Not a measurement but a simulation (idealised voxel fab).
process module | voxel ribs on slabs
cross-section cut | 275 nm wide | cells 5 nm
A cross-section is a grid of square cells, given in bands from the top down. A band is one or more rows of cells.
Each band's line starts with the height of the band's top and of its bottom, in nm. Then come its materials from left to right, each with its width in nm. One material with "throughout" fills the band from edge to edge. "air" is empty space.
Height 0 is the level under which the wafer as received is all one material. The lowest band goes on downwards, as in "0 down".
A width such as "30 to 40" changes by the same amount from each row of cells to the next, from the band's top row to its bottom row.
"no change" after a step means that no cell of the cross-section changed.
closed voids: empty space of 8 cells or more with no open way to the top, each as width x height at its distance from the left edge, in nm
after a step's settings: what the simulator itself notes on the step
overlay nm, on a step with a mask: how far to the right of its planned place the mask lay; to the left if negative
plan
1 op RECEIVE | material Si
2 op DIRECTIONAL_DEP | material SiO2 | thk nm 25
3 op DIRECTIONAL_DEP | material SiN | thk nm 15
4 op MASKED_ETCH | tone cover | mask id RIB | width nm 25 | etch materials SiN | depth nm 5 | overlay nm 0
5 op DIRECTIONAL_DEP | material aC | thk nm 15
6 op PATTERN | tone cover | mask id SLAB | material resist | width nm 55 | thk nm 35 | overlay nm 0
7 op DIRECTIONAL_ETCH | etch materials aC | depth nm 15
8 op STRIP | etch materials resist
9 op DIRECTIONAL_ETCH | etch materials SiN | depth nm 10
10 op STRIP | etch materials aC
11 op FILL_DEP | material SiO2 | thk nm 15
12 op CMP | height nm 50
13 op DIRECTIONAL_DEP | material W | thk nm 10
14 op PATTERN | tone cover | mask id HEATER | material resist | width nm 35 | thk nm 20 | overlay nm 0
15 op DIRECTIONAL_ETCH | etch materials W | depth nm 10
16 op STRIP | etch materials resist
17 op CONFORMAL_DEP | material SiN | thk nm 10
as received, after step 1
  0 down: Si throughout
  closed voids: none
a wafer at the end: this start, this plan, one mistake
  70 to 60: air 110 | SiN 55 | air 110
  60 to 50: SiN 120 | W 35 | SiN 120
  50 to 40: SiO2 throughout
  40 to 35: SiO2 110 | SiN 15 | SiO2 25 | SiN 15 | SiO2 110
  35 to 30: SiO2 110 | SiN 55 | SiO2 110
  30 to 25: SiN throughout
  25 to 0: SiO2 throughout
  0 down: Si throughout
  closed voids: none
what went wrong: step 4 ran as: op MASKED_ETCH | tone open | mask id RIB | width nm 25 | etch materials SiN | depth nm 5 | overlay nm 0
